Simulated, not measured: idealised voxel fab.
process module | voxel trench capacitor
cross-section cut | 160 nm wide | cells 5 nm
A cross-section is a grid of square cells, given in bands from the top down. A band is one or more rows of cells.
Each band's line starts with the height of the band's top and of its bottom, in nm. Then come its materials from left to right, each with its width in nm. One material with "throughout" fills the band from edge to edge. "air" is empty space.
Height 0 is the level under which the wafer as received is all one material. The lowest band goes on downwards, as in "0 down".
A width such as "30 to 40" changes by the same amount from each row of cells to the next, from the band's top row to its bottom row.
"no change" after a step means that no cell of the cross-section changed.
closed voids: empty space of 8 cells or more with no open way to the top, each as width x height at its distance from the left edge, in nm
after a step's settings: what the simulator itself notes on the step
overlay nm, on a step with a mask: how far to the right of its planned place the mask lay; to the left if negative
plan
1 op RECEIVE | material Si
2 op CONFORMAL_DEP | material SiN | thk nm 5
3 op DIRECTIONAL_DEP | material aC | thk nm 15
4 op PATTERN | tone open | mask id TRENCH | material resist | width nm 15 | pitch nm 35 | thk nm 30 | overlay nm 0
5 op DIRECTIONAL_ETCH | etch materials aC | depth nm 15
6 op STRIP | etch materials resist
7 op DIRECTIONAL_ETCH | etch materials SiN | depth nm 5
8 op DIRECTIONAL_ETCH | etch materials Si | depth nm 25
9 op STRIP | etch materials aC
10 op CONFORMAL_DEP | material Al2O3 | thk nm 5
11 op FILL_DEP | material polySi | thk nm 5
12 op CMP | height nm 5
as received, after step 1
  0 down: Si throughout
  closed voids: none
first wafer at the end, as planned
  5 to 0: SiN 55 | Al2O3 5 | polySi 5 | Al2O3 5 | SiN 20 | Al2O3 5 | polySi 5 | Al2O3 5 | SiN 55
  0 to -20: Si 55 | Al2O3 5 | polySi 5 | Al2O3 5 | Si 20 | Al2O3 5 | polySi 5 | Al2O3 5 | Si 55
  -20 to -25: Si 55 | Al2O3 15 | Si 20 | Al2O3 15 | Si 55
  -25 down: Si throughout
  closed voids: none
second wafer at the end: like start, like plan, one mistake
  5 to 0: SiN 60 | polySi 5 | SiN 30 | polySi 5 | SiN 60
  0 to -20: Si 55 | SiN 5 | polySi 5 | SiN 5 | Si 20 | SiN 5 | polySi 5 | SiN 5 | Si 55
  -20 to -25: Si 55 | SiN 15 | Si 20 | SiN 15 | Si 55
  -25 down: Si throughout
  closed voids: none
what went wrong: step 10 ran as: op CONFORMAL_DEP | material SiN | thk nm 5
at the end the second wafer has, in cells: 26 fewer of Al2O3 | 26 more of SiN
